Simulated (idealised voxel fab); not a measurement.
The document below concerns the process module designated voxel gate over fins.
Cross-section cut: width 205 nm, square cells of 5 nm.
Each cross-section below is a grid of square cells, stated as bands in top-down order, with one or more rows of cells making up each band. Each band's line starts with the height of the band's top and of its bottom, in nm. Then come its materials from left to right, each with its width in nm. One material with "all across" fills the band from edge to edge. "air" is empty space. We count height from 0. Below that, the starting wafer is all one material. The lowest band never ends at the bottom but goes on down; see "0 down" for how that is written. Note: "30 to 40" means the width goes from the first number (top row of the band) to the second number (bottom row) in equal steps per row of cells. Reading "identical to before" for a step: not a cell of the cross-section changed in it. Listed in "Closed internal cavities": every empty space of 8 or more cells without an open way to the top. Form: width x height at distance, the distance being from the left edge, all in nm. Post-settings text on a step line: simulator's own remark regarding the step. The setting "overlay nm" may be written on the line of a step. When the step uses a mask, the value reports how far to the right of the planned place the mask lay, and a negative value reports that it lay to the left. Quick note on how to read the rest: it's all pairs. You get the cross-section before a process step and the one after, but the after one only goes down as far as the lowest band that changed. The step in between, with its settings, sits under the pair. Heads up, the pairs can come from different runs of this module on the same starting wafer, so don't assume a pair picks up from the one above unless its "Before the step" entry says it does.

BEFORE THE STEP
> 5 to 0 | 30 of air; 25 of HfO2; 15 of air; 25 of HfO2; 15 of air; 25 of HfO2; 15 of air; 25 of HfO2; 30 of air
> 0 to -5 | 30 of air; 5 of HfO2; 15 of Si; 5 of HfO2; 15 of air; 5 of HfO2; 15 of Si; 5 of HfO2; 15 of air; 5 of HfO2; 15 of Si; 5 of HfO2; 15 of air; 5 of HfO2; 15 of Si; 5 of HfO2; 30 of air
> -5 to -10 | 35 of HfO2; 15 of Si; 25 of HfO2; 15 of Si; 25 of HfO2; 15 of Si; 25 of HfO2; 15 of Si; 35 of HfO2
> -10 to -45 | 35 of SiO2; 15 of Si; 25 of SiO2; 15 of Si; 25 of SiO2; 15 of Si; 25 of SiO2; 15 of Si; 35 of SiO2
> -45 down | Si all across
> Closed internal cavities: none

POST-PROCESS VIEW
> 10 to 5 | 25 of air; 35 of TiN; 5 of air; 35 of TiN; 5 of air; 35 of TiN; 5 of air; 35 of TiN; 25 of air
> 5 to 0 | 25 of air; 5 of TiN; 25 of HfO2; 5 of TiN; 5 of air; 5 of TiN; 25 of HfO2; 5 of TiN; 5 of air; 5 of TiN; 25 of HfO2; 5 of TiN; 5 of air; 5 of TiN; 25 of HfO2; 5 of TiN; 25 of air
> 0 to -5 | 30 of TiN; 5 of HfO2; 15 of Si; 5 of HfO2; 15 of TiN; 5 of HfO2; 15 of Si; 5 of HfO2; 15 of TiN; 5 of HfO2; 15 of Si; 5 of HfO2; 15 of TiN; 5 of HfO2; 15 of Si; 5 of HfO2; 30 of TiN
> Below -5, the layers are the same as they were.
> Closed internal cavities: none
Relating the two cross-sections above, the step in between is op CONFORMAL_DEP | material TiN | thk nm 5

Before the step: This step starts from the configuration shown after the step in the pair immediately above.

POST-PROCESS VIEW
> 20 to 10 | W all across
> 10 to 5 | 25 of W; 35 of TiN; 5 of W; 35 of TiN; 5 of W; 35 of TiN; 5 of W; 35 of TiN; 25 of W
> 5 to 0 | 25 of W; 5 of TiN; 25 of HfO2; 5 of TiN; 5 of W; 5 of TiN; 25 of HfO2; 5 of TiN; 5 of W; 5 of TiN; 25 of HfO2; 5 of TiN; 5 of W; 5 of TiN; 25 of HfO2; 5 of TiN; 25 of W
> Below 0, the layers are the same as they were.
> Closed internal cavities: none
Relating the two cross-sections above, the step in between is op FILL_DEP | material W | thk nm 10

Before the step: This step starts from the configuration shown after the step in the pair immediately above.

POST-PROCESS VIEW
> 15 to 10 | W all across
> Below 10, the layers are the same as they were.
> Closed internal cavities: none
Relating the two cross-sections above, the step in between is op CMP | height nm 15

Before the step: This step starts from the configuration shown after the step in the pair immediately above.

POST-PROCESS VIEW
> 20 to 15 | SiCN all across
> Below 15, the layers are the same as they were.
> Closed internal cavities: none
Relating the two cross-sections above, the step in between is op CONFORMAL_DEP | material SiCN | thk nm 5

BEFORE THE STEP
> 20 to 10 | aC all across
> 10 to 0 | SiN all across
> 0 down | Si all across
> Closed internal cavities: none

POST-PROCESS VIEW
> 45 to 20 | 25 of air; 15 of resist; 25 of air; 15 of resist; 25 of air; 15 of resist; 25 of air; 15 of resist; 45 of air
> Below 20, the layers are the same as they were.
> Closed internal cavities: none
Relating the two cross-sections above, the step in between is op PATTERN | tone cover | mask id FINS | material resist | width nm 15 | pitch nm 40 | thk nm 25 | overlay nm -10

Before the step: This step starts from the configuration shown after the step in the pair immediately above.

POST-PROCESS VIEW
> 35 to 20 | 25 of air; 15 of resist; 25 of air; 15 of resist; 25 of air; 15 of resist; 25 of air; 15 of resist; 45 of air
> 20 to 10 | 25 of air; 15 of aC; 25 of air; 15 of aC; 25 of air; 15 of aC; 25 of air; 15 of aC; 45 of air
> Below 10, the layers are the same as they were.
> Closed internal cavities: none
Relating the two cross-sections above, the step in between is op DIRECTIONAL_ETCH | etch materials aC | depth nm 10

Before the step: This step starts from the configuration shown after the step in the pair immediately above.

POST-PROCESS VIEW
> 20 to 10 | 25 of air; 15 of aC; 25 of air; 15 of aC; 25 of air; 15 of aC; 25 of air; 15 of aC; 45 of air
> Below 10, the layers are the same as they were.
> Closed internal cavities: none
Relating the two cross-sections above, the step in between is op STRIP | etch materials resist

Before the step: This step starts from the configuration shown after the step in the pair immediately above.

POST-PROCESS VIEW
> 20 to 10 | 25 of air; 15 of aC; 25 of air; 15 of aC; 25 of air; 15 of aC; 25 of air; 15 of aC; 45 of air
> 10 to 0 | 25 of air; 15 of SiN; 25 of air; 15 of SiN; 25 of air; 15 of SiN; 25 of air; 15 of SiN; 45 of air
> Below 0, the layers are the same as they were.
> Closed internal cavities: none
Relating the two cross-sections above, the step in between is op DIRECTIONAL_ETCH | etch materials SiN | depth nm 10

Before the step: This step starts from the configuration shown after the step in the pair immediately above.

POST-PROCESS VIEW
> 20 to 10 | 25 of air; 15 of aC; 25 of air; 15 of aC; 25 of air; 15 of aC; 25 of air; 15 of aC; 45 of air
> 10 to 0 | 25 of air; 15 of SiN; 25 of air; 15 of SiN; 25 of air; 15 of SiN; 25 of air; 15 of SiN; 45 of air
> 0 to -40 | 25 of air; 15 of Si; 25 of air; 15 of Si; 25 of air; 15 of Si; 25 of air; 15 of Si; 45 of air
> Below -40, the layers are the same as they were.
> Closed internal cavities: none
Relating the two cross-sections above, the step in between is op DIRECTIONAL_ETCH | etch materials Si | depth nm 40

Before the step: This step starts from the configuration shown after the step in the pair immediately above.

POST-PROCESS VIEW
> 10 to 0 | 25 of air; 15 of SiN; 25 of air; 15 of SiN; 25 of air; 15 of SiN; 25 of air; 15 of SiN; 45 of air
> Below 0, the layers are the same as they were.
> Closed internal cavities: none
Relating the two cross-sections above, the step in between is op STRIP | etch materials aC

Before the step: This step starts from the configuration shown after the step in the pair immediately above.

POST-PROCESS VIEW
> 10 to 0 | 25 of air; 15 of SiN; 25 of air; 15 of SiN; 25 of air; 15 of SiN; 25 of air; 15 of SiN; 45 of air
> 0 to -40 | 25 of air; 5 of SiO2; 5 of Si; 5 of SiO2; 25 of air; 5 of SiO2; 5 of Si; 5 of SiO2; 25 of air; 5 of SiO2; 5 of Si; 5 of SiO2; 25 of air; 5 of SiO2; 5 of Si; 5 of SiO2; 45 of air
> -40 to -45 | 30 of SiO2; 5 of Si; 35 of SiO2; 5 of Si; 35 of SiO2; 5 of Si; 35 of SiO2; 5 of Si; 50 of SiO2
> Below -45, the layers are the same as they were.
> Closed internal cavities: none
Relating the two cross-sections above, the step in between is op OXIDIZE | depth nm 5

Before the step: This step starts from the configuration shown after the step in the pair immediately above.

POST-PROCESS VIEW
> 25 to 10 | SiO2 all across
> 10 to 0 | 25 of SiO2; 15 of SiN; 25 of SiO2; 15 of SiN; 25 of SiO2; 15 of SiN; 25 of SiO2; 15 of SiN; 45 of SiO2
> 0 to -45 | 30 of SiO2; 5 of Si; 35 of SiO2; 5 of Si; 35 of SiO2; 5 of Si; 35 of SiO2; 5 of Si; 50 of SiO2
> Below -45, the layers are the same as they were.
> Closed internal cavities: none
Relating the two cross-sections above, the step in between is op FILL_DEP | material SiO2 | thk nm 15

Before the step: This step starts from the configuration shown after the step in the pair immediately above.

POST-PROCESS VIEW
> 10 to 0 | 25 of SiO2; 15 of SiN; 25 of SiO2; 15 of SiN; 25 of SiO2; 15 of SiN; 25 of SiO2; 15 of SiN; 45 of SiO2
> Below 0, the layers are the same as they were.
> Closed internal cavities: none
Relating the two cross-sections above, the step in between is op CMP | height nm 10

Before the step: This step starts from the configuration shown after the step in the pair immediately above.

POST-PROCESS VIEW
> 10 to 0 | 25 of air; 15 of SiN; 25 of air; 15 of SiN; 25 of air; 15 of SiN; 25 of air; 15 of SiN; 45 of air
> 0 to -10 | 30 of air; 5 of Si; 35 of air; 5 of Si; 35 of air; 5 of Si; 35 of air; 5 of Si; 50 of air
> Below -10, the layers are the same as they were.
> Closed internal cavities: none
Relating the two cross-sections above, the step in between is op SELECTIVE_ETCH | etch materials SiO2 | depth nm 20

Before the step: This step starts from the configuration shown after the step in the pair immediately above.

POST-PROCESS VIEW
> 0 to -10 | 30 of air; 5 of Si; 35 of air; 5 of Si; 35 of air; 5 of Si; 35 of air; 5 of Si; 50 of air
> Below -10, the layers are the same as they were.
> Closed internal cavities: none
Relating the two cross-sections above, the step in between is op STRIP | etch materials SiN

Before the step: This step starts from the configuration shown after the step in the pair immediately above.

POST-PROCESS VIEW
> 5 to 0 | 25 of air; 15 of HfO2; 25 of air; 15 of HfO2; 25 of air; 15 of HfO2; 25 of air; 15 of HfO2; 45 of air
> 0 to -5 | 25 of air; 5 of HfO2; 5 of Si; 5 of HfO2; 25 of air; 5 of HfO2; 5 of Si; 5 of HfO2; 25 of air; 5 of HfO2; 5 of Si; 5 of HfO2; 25 of air; 5 of HfO2; 5 of Si; 5 of HfO2; 45 of air
> -5 to -10 | 30 of HfO2; 5 of Si; 35 of HfO2; 5 of Si; 35 of HfO2; 5 of Si; 35 of HfO2; 5 of Si; 50 of HfO2
> Below -10, the layers are the same as they were.
> Closed internal cavities: none
Relating the two cross-sections above, the step in between is op CONFORMAL_DEP | material HfO2 | thk nm 5

Before the step: This step starts from the configuration shown after the step in the pair immediately above.

POST-PROCESS VIEW
> 10 to 5 | 20 of air; 25 of TiN; 15 of air; 25 of TiN; 15 of air; 25 of TiN; 15 of air; 25 of TiN; 40 of air
> 5 to 0 | 20 of air; 5 of TiN; 15 of HfO2; 5 of TiN; 15 of air; 5 of TiN; 15 of HfO2; 5 of TiN; 15 of air; 5 of TiN; 15 of HfO2; 5 of TiN; 15 of air; 5 of TiN; 15 of HfO2; 5 of TiN; 40 of air
> 0 to -5 | 25 of TiN; 5 of HfO2; 5 of Si; 5 of HfO2; 25 of TiN; 5 of HfO2; 5 of Si; 5 of HfO2; 25 of TiN; 5 of HfO2; 5 of Si; 5 of HfO2; 25 of TiN; 5 of HfO2; 5 of Si; 5 of HfO2; 45 of TiN
> Below -5, the layers are the same as they were.
> Closed internal cavities: none
Relating the two cross-sections above, the step in between is op CONFORMAL_DEP | material TiN | thk nm 5

Before the step: This step starts from the configuration shown after the step in the pair immediately above.

POST-PROCESS VIEW
> 20 to 10 | W all across
> 10 to 5 | 20 of W; 25 of TiN; 15 of W; 25 of TiN; 15 of W; 25 of TiN; 15 of W; 25 of TiN; 40 of W
> 5 to 0 | 20 of W; 5 of TiN; 15 of HfO2; 5 of TiN; 15 of W; 5 of TiN; 15 of HfO2; 5 of TiN; 15 of W; 5 of TiN; 15 of HfO2; 5 of TiN; 15 of W; 5 of TiN; 15 of HfO2; 5 of TiN; 40 of W
> Below 0, the layers are the same as they were.
> Closed internal cavities: none
Relating the two cross-sections above, the step in between is op FILL_DEP | material W | thk nm 10

Before the step: This step starts from the configuration shown after the step in the pair immediately above.

POST-PROCESS VIEW
> 15 to 10 | W all across
> Below 10, the layers are the same as they were.
> Closed internal cavities: none
Relating the two cross-sections above, the step in between is op CMP | height nm 15

Before the step: This step starts from the configuration shown after the step in the pair immediately above.

POST-PROCESS VIEW
> 20 to 15 | SiCN all across
> Below 15, the layers are the same as they were.
> Closed internal cavities: none
Relating the two cross-sections above, the step in between is op CONFORMAL_DEP | material SiCN | thk nm 5

BEFORE THE STEP
> 15 to 10 | W all across
> 10 to 5 | 30 of W; 25 of TiN; 15 of W; 25 of TiN; 15 of W; 25 of TiN; 15 of W; 25 of TiN; 30 of W
> 5 to 0 | 30 of W; 5 of TiN; 15 of HfO2; 5 of TiN; 15 of W; 5 of TiN; 15 of HfO2; 5 of TiN; 15 of W; 5 of TiN; 15 of HfO2; 5 of TiN; 15 of W; 5 of TiN; 15 of HfO2; 5 of TiN; 30 of W
> 0 to -5 | 35 of TiN; 5 of HfO2; 5 of Si; 5 of HfO2; 25 of TiN; 5 of HfO2; 5 of Si; 5 of HfO2; 25 of TiN; 5 of HfO2; 5 of Si; 5 of HfO2; 25 of TiN; 5 of HfO2; 5 of Si; 5 of HfO2; 35 of TiN
> -5 to -10 | 40 of HfO2; 5 of Si; 35 of HfO2; 5 of Si; 35 of HfO2; 5 of Si; 35 of HfO2; 5 of Si; 40 of HfO2
> -10 to -45 | 40 of SiO2; 5 of Si; 35 of SiO2; 5 of Si; 35 of SiO2; 5 of Si; 35 of SiO2; 5 of Si; 40 of SiO2
> -45 down | Si all across
> Closed internal cavities: none

POST-PROCESS VIEW
> 20 to 15 | SiO2 all across
> Below 15, the layers are the same as they were.
> Closed internal cavities: none
Relating the two cross-sections above, the step in between is op CONFORMAL_DEP | material SiO2 | thk nm 5

BEFORE THE STEP
> 20 to 10 | aC all across
> 10 to 0 | SiN all across
> 0 down | Si all across
> Closed internal cavities: none

POST-PROCESS VIEW
> 45 to 20 | 35 of resist; 15 of air; 25 of resist; 15 of air; 25 of resist; 15 of air; 25 of resist; 15 of air; 35 of resist
> Below 20, the layers are the same as they were.
> Closed internal cavities: none
Relating the two cross-sections above, the step in between is op PATTERN | tone open | mask id FINS | material resist | width nm 15 | pitch nm 40 | thk nm 25 | overlay nm 0

Before the step: This step starts from the configuration shown after the step in the pair immediately above.

POST-PROCESS VIEW
> 35 to 20 | 35 of resist; 15 of air; 25 of resist; 15 of air; 25 of resist; 15 of air; 25 of resist; 15 of air; 35 of resist
> 20 to 10 | 35 of aC; 15 of air; 25 of aC; 15 of air; 25 of aC; 15 of air; 25 of aC; 15 of air; 35 of aC
> Below 10, the layers are the same as they were.
> Closed internal cavities: none
Relating the two cross-sections above, the step in between is op DIRECTIONAL_ETCH | etch materials aC | depth nm 10

Before the step: This step starts from the configuration shown after the step in the pair immediately above.

POST-PROCESS VIEW
> 20 to 10 | 35 of aC; 15 of air; 25 of aC; 15 of air; 25 of aC; 15 of air; 25 of aC; 15 of air; 35 of aC
> Below 10, the layers are the same as they were.
> Closed internal cavities: none
Relating the two cross-sections above, the step in between is op STRIP | etch materials resist

Before the step: This step starts from the configuration shown after the step in the pair immediately above.

POST-PROCESS VIEW
> 20 to 10 | 35 of aC; 15 of air; 25 of aC; 15 of air; 25 of aC; 15 of air; 25 of aC; 15 of air; 35 of aC
> 10 to 0 | 35 of SiN; 15 of air; 25 of SiN; 15 of air; 25 of SiN; 15 of air; 25 of SiN; 15 of air; 35 of SiN
> Below 0, the layers are the same as they were.
> Closed internal cavities: none
Relating the two cross-sections above, the step in between is op DIRECTIONAL_ETCH | etch materials SiN | depth nm 10

Before the step: This step starts from the configuration shown after the step in the pair immediately above.

POST-PROCESS VIEW
> 20 to 10 | 35 of aC; 15 of air; 25 of aC; 15 of air; 25 of aC; 15 of air; 25 of aC; 15 of air; 35 of aC
> 10 to 0 | 35 of SiN; 15 of air; 25 of SiN; 15 of air; 25 of SiN; 15 of air; 25 of SiN; 15 of air; 35 of SiN
> 0 to -40 | 35 of Si; 15 of air; 25 of Si; 15 of air; 25 of Si; 15 of air; 25 of Si; 15 of air; 35 of Si
> Below -40, the layers are the same as they were.
> Closed internal cavities: none
Relating the two cross-sections above, the step in between is op DIRECTIONAL_ETCH | etch materials Si | depth nm 40

Before the step: This step starts from the configuration shown after the step in the pair immediately above.

POST-PROCESS VIEW
> 10 to 0 | 35 of SiN; 15 of air; 25 of SiN; 15 of air; 25 of SiN; 15 of air; 25 of SiN; 15 of air; 35 of SiN
> Below 0, the layers are the same as they were.
> Closed internal cavities: none
Relating the two cross-sections above, the step in between is op STRIP | etch materials aC

Before the step: This step starts from the configuration shown after the step in the pair immediately above.

POST-PROCESS VIEW
> 10 to 0 | 35 of SiN; 15 of air; 25 of SiN; 15 of air; 25 of SiN; 15 of air; 25 of SiN; 15 of air; 35 of SiN
> 0 to -40 | 30 of Si; 5 of SiO2; 15 of air; 5 of SiO2; 15 of Si; 5 of SiO2; 15 of air; 5 of SiO2; 15 of Si; 5 of SiO2; 15 of air; 5 of SiO2; 15 of Si; 5 of SiO2; 15 of air; 5 of SiO2; 30 of Si
> -40 to -45 | 30 of Si; 25 of SiO2; 15 of Si; 25 of SiO2; 15 of Si; 25 of SiO2; 15 of Si; 25 of SiO2; 30 of Si
> Below -45, the layers are the same as they were.
> Closed internal cavities: none
Relating the two cross-sections above, the step in between is op OXIDIZE | depth nm 5

Before the step: This step starts from the configuration shown after the step in the pair immediately above.

POST-PROCESS VIEW
> 25 to 10 | SiO2 all across
> 10 to 0 | 35 of SiN; 15 of SiO2; 25 of SiN; 15 of SiO2; 25 of SiN; 15 of SiO2; 25 of SiN; 15 of SiO2; 35 of SiN
> 0 to -45 | 30 of Si; 25 of SiO2; 15 of Si; 25 of SiO2; 15 of Si; 25 of SiO2; 15 of Si; 25 of SiO2; 30 of Si
> Below -45, the layers are the same as they were.
> Closed internal cavities: none
Relating the two cross-sections above, the step in between is op FILL_DEP | material SiO2 | thk nm 15

Before the step: This step starts from the configuration shown after the step in the pair immediately above.

POST-PROCESS VIEW
> 10 to 0 | 35 of SiN; 15 of SiO2; 25 of SiN; 15 of SiO2; 25 of SiN; 15 of SiO2; 25 of SiN; 15 of SiO2; 35 of SiN
> Below 0, the layers are the same as they were.
> Closed internal cavities: none
Relating the two cross-sections above, the step in between is op CMP | height nm 10

Before the step: This step starts from the configuration shown after the step in the pair immediately above.

POST-PROCESS VIEW
> 10 to 0 | 35 of SiN; 15 of air; 25 of SiN; 15 of air; 25 of SiN; 15 of air; 25 of SiN; 15 of air; 35 of SiN
> 0 to -10 | 30 of Si; 25 of air; 15 of Si; 25 of air; 15 of Si; 25 of air; 15 of Si; 25 of air; 30 of Si
> Below -10, the layers are the same as they were.
> Closed internal cavities: none
Relating the two cross-sections above, the step in between is op SELECTIVE_ETCH | etch materials SiO2 | depth nm 20

Before the step: This step starts from the configuration shown after the step in the pair immediately above.

POST-PROCESS VIEW
> 0 to -10 | 30 of Si; 25 of air; 15 of Si; 25 of air; 15 of Si; 25 of air; 15 of Si; 25 of air; 30 of Si
> Below -10, the layers are the same as they were.
> Closed internal cavities: none
Relating the two cross-sections above, the step in between is op STRIP | etch materials SiN

Before the step: This step starts from the configuration shown after the step in the pair immediately above.

POST-PROCESS VIEW
> 5 to 0 | 35 of HfO2; 15 of air; 25 of HfO2; 15 of air; 25 of HfO2; 15 of air; 25 of HfO2; 15 of air; 35 of HfO2
> 0 to -5 | 30 of Si; 5 of HfO2; 15 of air; 5 of HfO2; 15 of Si; 5 of HfO2; 15 of air; 5 of HfO2; 15 of Si; 5 of HfO2; 15 of air; 5 of HfO2; 15 of Si; 5 of HfO2; 15 of air; 5 of HfO2; 30 of Si
> -5 to -10 | 30 of Si; 25 of HfO2; 15 of Si; 25 of HfO2; 15 of Si; 25 of HfO2; 15 of Si; 25 of HfO2; 30 of Si
> Below -10, the layers are the same as they were.
> Closed internal cavities: none
Relating the two cross-sections above, the step in between is op CONFORMAL_DEP | material HfO2 | thk nm 5

Before the step: This step starts from the configuration shown after the step in the pair immediately above.

POST-PROCESS VIEW
> 10 to 5 | 40 of TiN; 5 of air; 35 of TiN; 5 of air; 35 of TiN; 5 of air; 35 of TiN; 5 of air; 40 of TiN
> 5 to 0 | 35 of HfO2; 5 of TiN; 5 of air; 5 of TiN; 25 of HfO2; 5 of TiN; 5 of air; 5 of TiN; 25 of HfO2; 5 of TiN; 5 of air; 5 of TiN; 25 of HfO2; 5 of TiN; 5 of air; 5 of TiN; 35 of HfO2
> 0 to -5 | 30 of Si; 5 of HfO2; 15 of TiN; 5 of HfO2; 15 of Si; 5 of HfO2; 15 of TiN; 5 of HfO2; 15 of Si; 5 of HfO2; 15 of TiN; 5 of HfO2; 15 of Si; 5 of HfO2; 15 of TiN; 5 of HfO2; 30 of Si
> Below -5, the layers are the same as they were.
> Closed internal cavities: none
Relating the two cross-sections above, the step in between is op CONFORMAL_DEP | material TiN | thk nm 5

Before the step: This step starts from the configuration shown after the step in the pair immediately above.

POST-PROCESS VIEW
> 20 to 10 | W all across
> 10 to 5 | 40 of TiN; 5 of W; 35 of TiN; 5 of W; 35 of TiN; 5 of W; 35 of TiN; 5 of W; 40 of TiN
> 5 to 0 | 35 of HfO2; 5 of TiN; 5 of W; 5 of TiN; 25 of HfO2; 5 of TiN; 5 of W; 5 of TiN; 25 of HfO2; 5 of TiN; 5 of W; 5 of TiN; 25 of HfO2; 5 of TiN; 5 of W; 5 of TiN; 35 of HfO2
> Below 0, the layers are the same as they were.
> Closed internal cavities: none
Relating the two cross-sections above, the step in between is op FILL_DEP | material W | thk nm 10

Before the step: This step starts from the configuration shown after the step in the pair immediately above.

POST-PROCESS VIEW
> 15 to 10 | W all across
> Below 10, the layers are the same as they were.
> Closed internal cavities: none
Relating the two cross-sections above, the step in between is op CMP | height nm 15

Before the step: This step starts from the configuration shown after the step in the pair immediately above.

POST-PROCESS VIEW
> 20 to 15 | SiCN all across
> Below 15, the layers are the same as they were.
> Closed internal cavities: none
Relating the two cross-sections above, the step in between is op CONFORMAL_DEP | material SiCN | thk nm 5
